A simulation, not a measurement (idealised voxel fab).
process module | voxel wiring stack
cross-section cut | 290 nm wide | cells 5 nm
A cross-section is a grid of square cells, given in bands from the top down. A band is one or more rows of cells.
Each band's line starts with the height of the band's top and of its bottom, in nm. Then come its materials from left to right, each with its width in nm. One material with "throughout" fills the band from edge to edge. "air" is empty space.
Height 0 is the level under which the wafer as received is all one material. The lowest band goes on downwards, as in "0 down".
A width such as "30 to 40" changes by the same amount from each row of cells to the next, from the band's top row to its bottom row.
"no change" after a step means that no cell of the cross-section changed.
closed voids: empty space of 8 cells or more with no open way to the top, each as width x height at its distance from the left edge, in nm
after a step's settings: what the simulator itself notes on the step
overlay nm, on a step with a mask: how far to the right of its planned place the mask lay; to the left if negative
plan
1 op RECEIVE | material Si
2 op CONFORMAL_DEP | material SiO2 | thk nm 15
3 op DIRECTIONAL_DEP | material TiN | thk nm 5
4 op DIRECTIONAL_DEP | material Ru | thk nm 25
5 op PATTERN | tone cover | mask id METAL_1 | material resist | width nm 30 | pitch nm 50 | thk nm 20 | overlay nm 0
6 op DIRECTIONAL_ETCH | etch materials Ru | depth nm 25
7 op DIRECTIONAL_ETCH | etch materials TiN | depth nm 5
8 op STRIP | etch materials resist
9 op FILL_DEP | material lowk | thk nm 10
10 op CMP | height nm 45
11 op CONFORMAL_DEP | material SiCN | thk nm 5
12 op DIRECTIONAL_DEP | material lowk | thk nm 20
13 op MASKED_ETCH | tone open | mask id PLUG_1 | width nm 15 | pitch nm 50 | etch materials lowk | depth nm 20 | overlay nm 0
14 op MASKED_ETCH | tone open | mask id PLUG_1 | width nm 15 | pitch nm 50 | etch materials SiCN | depth nm 5 | overlay nm 0
15 op CONFORMAL_DEP | material TiN | thk nm 5
16 op FILL_DEP | material Cu | thk nm 5
17 op CMP | height nm 70
18 op DIRECTIONAL_DEP | material TiN | thk nm 5
19 op DIRECTIONAL_DEP | material Ru | thk nm 15
20 op DIRECTIONAL_DEP | material aC | thk nm 15
21 op PATTERN | tone cover | mask id METAL_2 | material resist | width nm 30 | pitch nm 50 | thk nm 30 | overlay nm 0
22 op DIRECTIONAL_ETCH | etch materials aC | depth nm 15
23 op STRIP | etch materials resist
24 op DIRECTIONAL_ETCH | etch materials Ru | depth nm 15
25 op DIRECTIONAL_ETCH | etch materials TiN | depth nm 5
26 op STRIP | etch materials aC
27 op CONFORMAL_DEP | material SiCN | thk nm 5
28 op FILL_DEP | material lowk | thk nm 10
29 op CMP | height nm 90
30 op CONFORMAL_DEP | material SiN | thk nm 5
as received, after step 1
  0 down: Si throughout
  closed voids: none
a wafer at the end: this start, this plan, one mistake
  110 to 105: SiN throughout
  105 to 95: lowk throughout
  95 to 90: lowk 100 | SiCN 40 | lowk 10 | SiCN 40 | lowk 100
  90 to 75: lowk 100 | SiCN 5 | Ru 30 | SiCN 5 | lowk 10 | SiCN 5 | Ru 30 | SiCN 5 | lowk 100
  75 to 70: SiCN 105 | TiN 30 | SiCN 20 | TiN 30 | SiCN 105
  70 to 50: lowk 105 | TiN 5 | Cu 5 | TiN 5 | lowk 35 | TiN 5 | Cu 5 | TiN 5 | lowk 120
  50 to 45: SiCN 105 | TiN 15 | SiCN 35 | TiN 15 | SiCN 120
  45 to 20: lowk 105 | Ru 30 | lowk 20 | Ru 30 | lowk 105
  20 to 15: lowk 105 | TiN 30 | lowk 20 | TiN 30 | lowk 105
  15 to 0: SiO2 throughout
  0 down: Si throughout
  closed voids: none
what went wrong: step 29 was left out
